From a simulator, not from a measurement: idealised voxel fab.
Process module under the name voxel wiring stack
Cross-sectional view cut (width: 260 nm; square cell size: 5 nm).
A cross-section is written here as square cells arranged in a grid, and it is given in bands from the top down, each band taking up one or more rows of cells. Band: top height; bottom height; in nm. Then, left to right: material with width in nm, for each material. "full width": a single material spanning edge to edge. "blank": empty space. The level at which height equals 0 is the one under which the wafer, as it arrives, is entirely one material. No lower edge exists for the bottom band, which continues downward and is notated as in "0..down". Note: "30 to 40" means the width goes from the first number (top row of the band) to the second number (bottom row) in equal steps per row of cells. When a step is marked "nothing different", none of the cells in the cross-section changed during that step. "Closed void inventory": sealed empty spaces, 8 cells or more, no open way to top, listed width x height at distance, with distance from the left edge and width, height and distance in nm. Whatever follows a step's settings on its line is a remark the simulator itself makes about that step. "overlay nm", when on a step's line for a step with a mask, measures how far to the right of its planned place the mask lay; a negative measure means to the left.
-- Steps in the process plan
1: RECEIVE | material Si
2: CONFORMAL_DEP | material SiO2 | thk nm 15
3: DIRECTIONAL_DEP | material TiN | thk nm 5
4: DIRECTIONAL_DEP | material W | thk nm 25
5: MASKED_ETCH | tone cover | mask id METAL_1 | width nm 30 | pitch nm 55 | etch materials W | depth nm 25 | overlay nm 0
6: MASKED_ETCH | tone cover | mask id METAL_1 | width nm 30 | pitch nm 55 | etch materials TiN | depth nm 5 | overlay nm 0
7: FILL_DEP | material lowk | thk nm 5
8: CMP | height nm 45
9: CONFORMAL_DEP | material SiCN | thk nm 5
10: DIRECTIONAL_DEP | material lowk | thk nm 10
11: MASKED_ETCH | tone open | mask id PLUG_1 | width nm 15 | etch materials lowk | depth nm 10 | overlay nm 0
12: MASKED_ETCH | tone open | mask id PLUG_1 | width nm 15 | etch materials SiCN | depth nm 5 | overlay nm -15
13: EPI | material Ru | thk nm 10
14: EPI | material Ru | thk nm 5
15: DIRECTIONAL_DEP | material TiN | thk nm 5
16: DIRECTIONAL_DEP | material W | thk nm 15
17: PATTERN | tone cover | mask id METAL_2 | material resist | width nm 30 | pitch nm 55 | thk nm 15 | overlay nm 0
18: DIRECTIONAL_ETCH | etch materials W | depth nm 15
19: DIRECTIONAL_ETCH | etch materials TiN | depth nm 5
20: STRIP | etch materials resist
21: FILL_DEP | material lowk | thk nm 10
22: CMP | height nm 80
23: CONFORMAL_DEP | material SiCN | thk nm 5
24: DIRECTIONAL_DEP | material lowk | thk nm 15
25: PATTERN | tone open | mask id PLUG_2 | material resist | width nm 15 | pitch nm 55 | thk nm 20 | overlay nm 0
26: DIRECTIONAL_ETCH | etch materials lowk | depth nm 15
27: DIRECTIONAL_ETCH | etch materials SiCN | depth nm 5
28: STRIP | etch materials resist
29: EPI | material Ru | thk nm 10
30: EPI | material Ru | thk nm 10
31: CONFORMAL_DEP | material SiCN | thk nm 5
32: DIRECTIONAL_DEP | material lowk | thk nm 20
33: DIRECTIONAL_DEP | material aC | thk nm 10
34: PATTERN | tone open | mask id METAL_3 | material resist | width nm 30 | pitch nm 55 | thk nm 25 | overlay nm 0
35: DIRECTIONAL_ETCH | etch materials aC | depth nm 10
36: STRIP | etch materials resist
37: DIRECTIONAL_ETCH | etch materials lowk | depth nm 20
38: DIRECTIONAL_ETCH | etch materials SiCN | depth nm 5
39: STRIP | etch materials aC
40: CONFORMAL_DEP | material TiN | thk nm 5
41: FILL_DEP | material Ru | thk nm 10
42: CMP | height nm 125
43: CONFORMAL_DEP | material SiCN | thk nm 5
44: DIRECTIONAL_DEP | material SiO2 | thk nm 10
45: MASKED_ETCH | tone open | mask id PLUG_3 | width nm 15 | pitch nm 55 | etch materials SiO2 | depth nm 10 | overlay nm 0
46: MASKED_ETCH | tone open | mask id PLUG_3 | width nm 15 | pitch nm 55 | etch materials SiCN | depth nm 5 | overlay nm 0
47: CONFORMAL_DEP | material TiN | thk nm 5
48: FILL_DEP | material W | thk nm 10
49: CMP | height nm 140
50: CONFORMAL_DEP | material SiN | thk nm 5
51: DIRECTIONAL_DEP | material SiO2 | thk nm 20
52: PATTERN | tone open | mask id METAL_4 | material resist | width nm 30 | pitch nm 55 | thk nm 20 | overlay nm 0
53: DIRECTIONAL_ETCH | etch materials SiO2 | depth nm 20
54: DIRECTIONAL_ETCH | etch materials SiN | depth nm 5
55: STRIP | etch materials resist
56: CONFORMAL_DEP | material TiN | thk nm 5
57: FILL_DEP | material Cu | thk nm 10
58: CMP | height nm 165
59: EPI | material Ru | thk nm 5
60: FILL_DEP | material SiCN | thk nm 5
Wafer-to-wafer difference: overlay nm, step 12. Common start. Plan = first wafer's value.
-- Cross-section: the first of several wafers in its as-received state, i.e. following step 1
- 0..down = Si full width
- Closed void inventory: none
-- Tabulated below, wafer by wafer, are the end-of-module results: for each material, the number of cells gained (+) or lost (-) relative to the as-received state, followed by the closed voids
overlay nm -15; +32 Cu; +60 Ru; +280 SiCN; +40 SiN; +408 SiO2; +98 TiN; +100 W; +802 lowk; Closed void inventory: none
overlay nm -10; +32 Cu; +79 Ru; +271 SiCN; +40 SiN; +408 SiO2; +94 TiN; +100 W; +796 lowk; Closed void inventory: none
overlay nm -5; +32 Cu; +80 Ru; +270 SiCN; +40 SiN; +408 SiO2; +94 TiN; +100 W; +796 lowk; Closed void inventory: none
overlay nm 0; +32 Cu; +81 Ru; +269 SiCN; +40 SiN; +408 SiO2; +94 TiN; +100 W; +796 lowk; Closed void inventory: none
overlay nm 5; +32 Cu; +80 Ru; +270 SiCN; +40 SiN; +408 SiO2; +94 TiN; +100 W; +796 lowk; Closed void inventory: none
overlay nm 10; +32 Cu; +79 Ru; +271 SiCN; +40 SiN; +408 SiO2; +94 TiN; +100 W; +796 lowk; Closed void inventory: none
overlay nm 15; +32 Cu; +60 Ru; +280 SiCN; +40 SiN; +408 SiO2; +98 TiN; +100 W; +802 lowk; Closed void inventory: none
